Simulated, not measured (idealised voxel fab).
The name of this process module is voxel double patterning.
215 nm wide, 5 nm square cells: that's cross-section cut.
Format of a cross-section: grid, square cells. Given as bands. Order: top down. Band: one or more rows of cells. This entry defines a band. It first specifies the height of the band's top and the height of its bottom in nm, and then specifies the band's materials from left to right, stating each material with its width in nm. The word "edge to edge" identifies a single material that fills the band from edge to edge, while the word "blank" identifies empty space. Height is counted from the level 0, under which the received wafer is composed throughout of one material. The lowest of the bands is not closed at the bottom but continues downward, in the notation "0..down". Width spec "30->40" -> top row of cells at first value, bottom row at second value, equal per-row change in between. Reading "everything unchanged" for a step: not a cell of the cross-section changed in it. Each empty space that has no open way to the top and spans at least 8 cells appears under "Closed void roster" as width x height at distance, the distance counted from the left edge, all in nm. On each step's line, the part that comes after the settings is the simulator's own comment on the step. overlay nm: step with mask; distance mask lay right of planned place; negative value = left of planned place.
Listed below are the process steps as planned:
1: op RECEIVE | material Si
2: op CONFORMAL_DEP | material SiO2 | thk nm 10
3: op DIRECTIONAL_DEP | material polySi | thk nm 10
4: op DIRECTIONAL_DEP | material SiCN | thk nm 10
5: op PATTERN | tone open | mask id FIRST | material resist | width nm 15 | pitch nm 50 | thk nm 15 | overlay nm 0
6: op DIRECTIONAL_ETCH | etch materials SiCN | depth nm 10
7: op STRIP | etch materials resist
8: op DIRECTIONAL_DEP | material aC | thk nm 10
9: op PATTERN | tone open | mask id SECOND | material resist | width nm 15 | pitch nm 50 | thk nm 30 | overlay nm 0
10: op DIRECTIONAL_ETCH | etch materials aC | depth nm 10
11: op STRIP | etch materials resist
12: op DIRECTIONAL_ETCH | etch materials SiCN | depth nm 10
13: op STRIP | etch materials aC
14: op DIRECTIONAL_ETCH | etch materials polySi | depth nm 10
15: op STRIP | etch materials SiCN
First of two wafers - as planned:
As-received wafer cross-section (after step 1):
* 0..down  Si edge to edge
* Closed void roster: none
How the wafer stands in section after step 2:
* 10..0  SiO2 edge to edge
* Below 0, the layers are the same as they were.
How the wafer stands in section after step 3:
* 20..10  polySi edge to edge
* Below 10, the layers are the same as they were.
How the wafer stands in section after step 4:
* 30..20  SiCN edge to edge
* Below 20, the layers are the same as they were.
How the wafer stands in section after step 5:
* 45..30  resist=50, blank=15, resist=35, blank=15, resist=35, blank=15, resist=50
* Below 30, the layers are the same as they were.
How the wafer stands in section after step 6:
* 45..30  resist=50, blank=15, resist=35, blank=15, resist=35, blank=15, resist=50
* 30..20  SiCN=50, blank=15, SiCN=35, blank=15, SiCN=35, blank=15, SiCN=50
* Below 20, the layers are the same as they were.
How the wafer stands in section after step 7:
* 30..20  SiCN=50, blank=15, SiCN=35, blank=15, SiCN=35, blank=15, SiCN=50
* Below 20, the layers are the same as they were.
How the wafer stands in section after step 8:
* 40..30  aC=50, blank=15, aC=35, blank=15, aC=35, blank=15, aC=50
* 30..20  SiCN=50, aC=15, SiCN=35, aC=15, SiCN=35, aC=15, SiCN=50
* Below 20, the layers are the same as they were.
How the wafer stands in section after step 9:
* 70..40  resist=75, blank=15, resist=35, blank=15, resist=75
* 40..30  aC=50, resist=15, aC=35, resist=15, aC=35, resist=15, aC=50
* Below 30, the layers are the same as they were.
How the wafer stands in section after step 10:
* 60..40  resist=75, blank=15, resist=35, blank=15, resist=75
* 40..30  aC=50, resist=15, aC=10, blank=15, aC=10, resist=15, aC=10, blank=15, aC=10, resist=15, aC=50
* Below 30, the layers are the same as they were.
How the wafer stands in section after step 11:
* 40..30  aC=50, blank=15, aC=10, blank=15, aC=10, blank=15, aC=10, blank=15, aC=10, blank=15, aC=50
* Below 30, the layers are the same as they were.
How the wafer stands in section after step 12:
* 40..30  aC=50, blank=15, aC=10, blank=15, aC=10, blank=15, aC=10, blank=15, aC=10, blank=15, aC=50
* 30..20  SiCN=50, aC=15, SiCN=10, blank=15, SiCN=10, aC=15, SiCN=10, blank=15, SiCN=10, aC=15, SiCN=50
* Below 20, the layers are the same as they were.
How the wafer stands in section after step 13:
* 30..20  SiCN=50, blank=15, SiCN=10, blank=15, SiCN=10, blank=15, SiCN=10, blank=15, SiCN=10, blank=15, SiCN=50
* Below 20, the layers are the same as they were.
How the wafer stands in section after step 14:
* 30..20  SiCN=50, blank=15, SiCN=10, blank=15, SiCN=10, blank=15, SiCN=10, blank=15, SiCN=10, blank=15, SiCN=50
* 20..10  polySi=50, blank=15, polySi=10, blank=15, polySi=10, blank=15, polySi=10, blank=15, polySi=10, blank=15, polySi=50
* Below 10, the layers are the same as they were.
How the wafer stands in section after step 15:
* 20..10  polySi=50, blank=15, polySi=10, blank=15, polySi=10, blank=15, polySi=10, blank=15, polySi=10, blank=15, polySi=50
* Below 10, the layers are the same as they were.
Now the other wafer: same start, same recipe, but we messed up one thing when running it. Up to and including step 12 it's the same as the first one:
X-section, second wafer, when step 13 was due to finish:
* 40..30  aC=50, blank=115, aC=50
* 30..20  SiCN=50, aC=15, blank=35, aC=15, blank=35, aC=15, SiCN=50
* Below 20, the layers are the same as they were.
X-section, second wafer, when step 14 was due to finish:
* 40..30  aC=50, blank=115, aC=50
* 30..20  SiCN=50, aC=15, blank=35, aC=15, blank=35, aC=15, SiCN=50
* 20..10  polySi=65, blank=35, polySi=15, blank=35, polySi=65
* Below 10, the layers are the same as they were.
X-section, second wafer, when step 15 was due to finish: everything unchanged
What was the processing mistake? step 13 ran as: op STRIP | etch materials SiCN
Count the cells at the end and the second wafer has more or fewer of some materials than the first: +40 SiCN; +58 aC; +2 polySi
